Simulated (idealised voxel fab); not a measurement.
process module | voxel ribs on slabs
cross-section cut | 155 nm wide | cells 5 nm
A cross-section is a grid of square cells, given in bands from the top down. A band is one or more rows of cells.
Each band's line starts with the height of the band's top and of its bottom, in nm. Then come its materials from left to right, each with its width in nm. One material with "throughout" fills the band from edge to edge. "air" is empty space.
Height 0 is the level under which the wafer as received is all one material. The lowest band goes on downwards, as in "0 down".
A width such as "30 to 40" changes by the same amount from each row of cells to the next, from the band's top row to its bottom row.
"no change" after a step means that no cell of the cross-section changed.
closed voids: empty space of 8 cells or more with no open way to the top, each as width x height at its distance from the left edge, in nm
after a step's settings: what the simulator itself notes on the step
overlay nm, on a step with a mask: how far to the right of its planned place the mask lay; to the left if negative
plan
1 op RECEIVE | material Si
2 op DIRECTIONAL_DEP | material SiO2 | thk nm 25
3 op DIRECTIONAL_DEP | material SiN | thk nm 25
4 op DIRECTIONAL_DEP | material aC | thk nm 10
5 op PATTERN | tone cover | mask id RIB | material resist | width nm 25 | thk nm 25 | overlay nm 0
6 op DIRECTIONAL_ETCH | etch materials aC | depth nm 10
7 op STRIP | etch materials resist
8 op DIRECTIONAL_ETCH | etch materials SiN | depth nm 5
9 op STRIP | etch materials aC
10 op PATTERN | tone cover | mask id SLAB | material resist | width nm 65 | thk nm 15 | overlay nm 0
11 op DIRECTIONAL_ETCH | etch materials SiN | depth nm 20
12 op STRIP | etch materials resist
13 op FILL_DEP | material SiO2 | thk nm 20
14 op CMP | height nm 65
15 op DIRECTIONAL_DEP | material TiN | thk nm 10
16 op DIRECTIONAL_DEP | material aC | thk nm 10
17 op PATTERN | tone cover | mask id HEATER | material resist | width nm 35 | thk nm 25 | overlay nm 0
18 op DIRECTIONAL_ETCH | etch materials aC | depth nm 10
19 op STRIP | etch materials resist
20 op DIRECTIONAL_ETCH | etch materials TiN | depth nm 10
21 op STRIP | etch materials aC
22 op CONFORMAL_DEP | material SiO2 | thk nm 5
as received, after step 1
  0 down: Si throughout
  closed voids: none
a wafer at the end: this start, this plan, one mistake
  80 to 75: air 55 | SiO2 45 | air 55
  75 to 70: air 55 | SiO2 5 | TiN 35 | SiO2 5 | air 55
  70 to 65: SiO2 60 | TiN 35 | SiO2 60
  65 to 50: SiO2 throughout
  50 to 45: SiO2 45 | SiN 20 | SiO2 25 | SiN 20 | SiO2 45
  45 to 30: SiO2 45 | SiN 65 | SiO2 45
  30 to 25: SiN throughout
  25 to 0: SiO2 throughout
  0 down: Si throughout
  closed voids: none
what went wrong: step 5 ran as: op PATTERN | tone open | mask id RIB | material resist | width nm 25 | thk nm 25 | overlay nm 0
